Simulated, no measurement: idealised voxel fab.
process module | voxel capacitor over wiring
cross-section cut | 260 nm wide | cells 5 nm
A cross-section is a grid of square cells, given in bands from the top down. A band is one or more rows of cells.
Each band's line starts with the height of the band's top and of its bottom, in nm. Then come its materials from left to right, each with its width in nm. One material with "throughout" fills the band from edge to edge. "air" is empty space.
Height 0 is the level under which the wafer as received is all one material. The lowest band goes on downwards, as in "0 down".
A width such as "30 to 40" changes by the same amount from each row of cells to the next, from the band's top row to its bottom row.
"no change" after a step means that no cell of the cross-section changed.
closed voids: empty space of 8 cells or more with no open way to the top, each as width x height at its distance from the left edge, in nm
after a step's settings: what the simulator itself notes on the step
overlay nm, on a step with a mask: how far to the right of its planned place the mask lay; to the left if negative
plan
1 op RECEIVE | material Si
2 op CONFORMAL_DEP | material SiO2 | thk nm 10
3 op DIRECTIONAL_DEP | material TiN | thk nm 5
4 op DIRECTIONAL_DEP | material W | thk nm 20
5 op DIRECTIONAL_DEP | material aC | thk nm 15
6 op PATTERN | tone cover | mask id METAL_1 | material resist | width nm 25 | pitch nm 90 | thk nm 35 | overlay nm 0
7 op DIRECTIONAL_ETCH | etch materials aC | depth nm 15
8 op STRIP | etch materials resist
9 op DIRECTIONAL_ETCH | etch materials W | depth nm 20
10 op DIRECTIONAL_ETCH | etch materials TiN | depth nm 5
11 op STRIP | etch materials aC
12 op FILL_DEP | material lowk | thk nm 5
13 op CMP | height nm 35
14 op CONFORMAL_DEP | material SiCN | thk nm 5
15 op DIRECTIONAL_DEP | material lowk | thk nm 10
16 op MASKED_ETCH | tone open | mask id PLUG_1 | width nm 15 | etch materials lowk | depth nm 10 | overlay nm 0
17 op MASKED_ETCH | tone open | mask id PLUG_1 | width nm 15 | etch materials SiCN | depth nm 5 | overlay nm 0
18 op EPI | material Ru | thk nm 10
19 op EPI | material Ru | thk nm 5
20 op DIRECTIONAL_DEP | material TiN | thk nm 10
21 op DIRECTIONAL_DEP | material Al2O3 | thk nm 5
22 op DIRECTIONAL_DEP | material TiN | thk nm 10
23 op PATTERN | tone cover | mask id UPPER_PLATE | material resist | width nm 70 | thk nm 20 | overlay nm 0
24 op DIRECTIONAL_ETCH | etch materials TiN | depth nm 10
25 op DIRECTIONAL_ETCH | etch materials Al2O3 | depth nm 5
26 op STRIP | etch materials resist
27 op PATTERN | tone cover | mask id LOWER_PLATE | material resist | width nm 80 | thk nm 15 | overlay nm 0
28 op DIRECTIONAL_ETCH | etch materials TiN | depth nm 10
29 op STRIP | etch materials resist
30 op FILL_DEP | material SiO2 | thk nm 20
31 op CMP | height nm 90
32 op PATTERN | tone open | mask id PLUG_2 | material resist | width nm 15 | thk nm 15 | overlay nm 0
33 op DIRECTIONAL_ETCH | etch materials SiO2 | depth nm 15
34 op STRIP | etch materials resist
35 op CONFORMAL_DEP | material TiN | thk nm 5
36 op FILL_DEP | material W | thk nm 5
37 op CMP | height nm 90
38 op CONFORMAL_DEP | material SiCN | thk nm 5
first wafer, as planned
as received, after step 1
  0 down: Si throughout
  closed voids: none
after step 2
  10 to 0: SiO2 throughout
  below 0: unchanged
after step 3
  15 to 10: TiN throughout
  below 10: unchanged
after step 4
  35 to 15: W throughout
  below 15: unchanged
after step 5
  50 to 35: aC throughout
  below 35: unchanged
after step 6
  85 to 50: air 70 | resist 25 | air 65 | resist 25 | air 75
  below 50: unchanged
after step 7
  70 to 50: air 70 | resist 25 | air 65 | resist 25 | air 75
  50 to 35: air 70 | aC 25 | air 65 | aC 25 | air 75
  below 35: unchanged
after step 8
  50 to 35: air 70 | aC 25 | air 65 | aC 25 | air 75
  below 35: unchanged
after step 9
  50 to 35: air 70 | aC 25 | air 65 | aC 25 | air 75
  35 to 15: air 70 | W 25 | air 65 | W 25 | air 75
  below 15: unchanged
after step 10
  50 to 35: air 70 | aC 25 | air 65 | aC 25 | air 75
  35 to 15: air 70 | W 25 | air 65 | W 25 | air 75
  15 to 10: air 70 | TiN 25 | air 65 | TiN 25 | air 75
  below 10: unchanged
after step 11
  35 to 15: air 70 | W 25 | air 65 | W 25 | air 75
  below 15: unchanged
after step 12
  40 to 35: lowk throughout
  35 to 15: lowk 70 | W 25 | lowk 65 | W 25 | lowk 75
  15 to 10: lowk 70 | TiN 25 | lowk 65 | TiN 25 | lowk 75
  below 10: unchanged
after step 13
  35 to 15: lowk 70 | W 25 | lowk 65 | W 25 | lowk 75
  below 15: unchanged
after step 14
  40 to 35: SiCN throughout
  below 35: unchanged
after step 15
  50 to 40: lowk throughout
  below 40: unchanged
after step 16
  50 to 40: lowk 80 | air 15 | lowk 165
  below 40: unchanged
after step 17
  50 to 40: lowk 80 | air 15 | lowk 165
  40 to 35: SiCN 80 | air 15 | SiCN 165
  below 35: unchanged
after step 18
  50 to 45: lowk 80 | air 15 | lowk 165
  45 to 40: lowk 80 | Ru 15 | lowk 165
  40 to 35: SiCN 80 | Ru 15 | SiCN 165
  below 35: unchanged
after step 19
  50 to 40: lowk 80 | Ru 15 | lowk 165
  below 40: unchanged
after step 20
  60 to 50: TiN throughout
  below 50: unchanged
after step 21
  65 to 60: Al2O3 throughout
  below 60: unchanged
after step 22
  75 to 65: TiN throughout
  below 65: unchanged
after step 23
  95 to 75: air 80 | resist 70 | air 110
  below 75: unchanged
after step 24
  95 to 75: air 80 | resist 70 | air 110
  75 to 65: air 80 | TiN 70 | air 110
  below 65: unchanged
after step 25
  95 to 75: air 80 | resist 70 | air 110
  75 to 65: air 80 | TiN 70 | air 110
  65 to 60: air 80 | Al2O3 70 | air 110
  below 60: unchanged
after step 26
  75 to 65: air 80 | TiN 70 | air 110
  below 65: unchanged
after step 27
  90 to 75: air 75 | resist 80 | air 105
  75 to 65: air 75 | resist 5 | TiN 70 | resist 5 | air 105
  65 to 60: air 75 | resist 5 | Al2O3 70 | resist 5 | air 105
  below 60: unchanged
after step 28
  90 to 75: air 75 | resist 80 | air 105
  75 to 65: air 75 | resist 5 | TiN 70 | resist 5 | air 105
  65 to 60: air 75 | resist 5 | Al2O3 70 | resist 5 | air 105
  60 to 50: air 75 | TiN 80 | air 105
  below 50: unchanged
after step 29
  75 to 65: air 80 | TiN 70 | air 110
  65 to 60: air 80 | Al2O3 70 | air 110
  below 60: unchanged
after step 30
  95 to 75: SiO2 throughout
  75 to 65: SiO2 80 | TiN 70 | SiO2 110
  65 to 60: SiO2 80 | Al2O3 70 | SiO2 110
  60 to 50: SiO2 75 | TiN 80 | SiO2 105
  below 50: unchanged
after step 31
  90 to 75: SiO2 throughout
  below 75: unchanged
after step 32
  105 to 90: resist 90 | air 15 | resist 155
  below 90: unchanged
after step 33
  105 to 90: resist 90 | air 15 | resist 155
  90 to 75: SiO2 90 | air 15 | SiO2 155
  below 75: unchanged
after step 34
  90 to 75: SiO2 90 | air 15 | SiO2 155
  below 75: unchanged
after step 35
  95 to 90: TiN 95 | air 5 | TiN 160
  90 to 80: SiO2 90 | TiN 5 | air 5 | TiN 5 | SiO2 155
  80 to 75: SiO2 90 | TiN 15 | SiO2 155
  below 75: unchanged
after step 36
  100 to 95: W throughout
  95 to 90: TiN 95 | W 5 | TiN 160
  90 to 80: SiO2 90 | TiN 5 | W 5 | TiN 5 | SiO2 155
  below 80: unchanged
after step 37
  90 to 80: SiO2 90 | TiN 5 | W 5 | TiN 5 | SiO2 155
  below 80: unchanged
after step 38
  95 to 90: SiCN throughout
  below 90: unchanged
second wafer: like start, like plan, one mistake. Through step 21 it matches the first wafer
when step 22 should have ended
  70 to 65: TiN throughout
  below 65: unchanged
when step 23 should have ended
  90 to 70: air 80 | resist 70 | air 110
  below 70: unchanged
when step 24 should have ended
  90 to 70: air 80 | resist 70 | air 110
  70 to 65: air 80 | TiN 70 | air 110
  below 65: unchanged
when step 25 should have ended
  90 to 70: air 80 | resist 70 | air 110
  70 to 65: air 80 | TiN 70 | air 110
  65 to 60: air 80 | Al2O3 70 | air 110
  below 60: unchanged
when step 26 should have ended
  70 to 65: air 80 | TiN 70 | air 110
  below 65: unchanged
when step 27 should have ended
  85 to 70: air 75 | resist 80 | air 105
  70 to 65: air 75 | resist 5 | TiN 70 | resist 5 | air 105
  65 to 60: air 75 | resist 5 | Al2O3 70 | resist 5 | air 105
  below 60: unchanged
when step 28 should have ended
  85 to 70: air 75 | resist 80 | air 105
  70 to 65: air 75 | resist 5 | TiN 70 | resist 5 | air 105
  65 to 60: air 75 | resist 5 | Al2O3 70 | resist 5 | air 105
  60 to 50: air 75 | TiN 80 | air 105
  below 50: unchanged
when step 29 should have ended
  70 to 65: air 80 | TiN 70 | air 110
  65 to 60: air 80 | Al2O3 70 | air 110
  below 60: unchanged
when step 30 should have ended
  90 to 70: SiO2 throughout
  70 to 65: SiO2 80 | TiN 70 | SiO2 110
  65 to 60: SiO2 80 | Al2O3 70 | SiO2 110
  60 to 50: SiO2 75 | TiN 80 | SiO2 105
  below 50: unchanged
when step 31 should have ended: no change
when step 32 should have ended
  105 to 90: resist 90 | air 15 | resist 155
  below 90: unchanged
when step 33 should have ended
  105 to 90: resist 90 | air 15 | resist 155
  90 to 75: SiO2 90 | air 15 | SiO2 155
  below 75: unchanged
when step 34 should have ended
  90 to 75: SiO2 90 | air 15 | SiO2 155
  below 75: unchanged
when step 35 should have ended
  95 to 90: TiN 95 | air 5 | TiN 160
  90 to 80: SiO2 90 | TiN 5 | air 5 | TiN 5 | SiO2 155
  80 to 75: SiO2 90 | TiN 15 | SiO2 155
  below 75: unchanged
when step 36 should have ended
  100 to 95: W throughout
  95 to 90: TiN 95 | W 5 | TiN 160
  90 to 80: SiO2 90 | TiN 5 | W 5 | TiN 5 | SiO2 155
  below 80: unchanged
when step 37 should have ended
  90 to 80: SiO2 90 | TiN 5 | W 5 | TiN 5 | SiO2 155
  below 80: unchanged
when step 38 should have ended
  95 to 90: SiCN throughout
  below 90: unchanged
what went wrong: step 22 ran as: op DIRECTIONAL_DEP | material TiN | thk nm 5
at the end the second wafer has, in cells: 14 more of SiO2 | 14 fewer of TiN
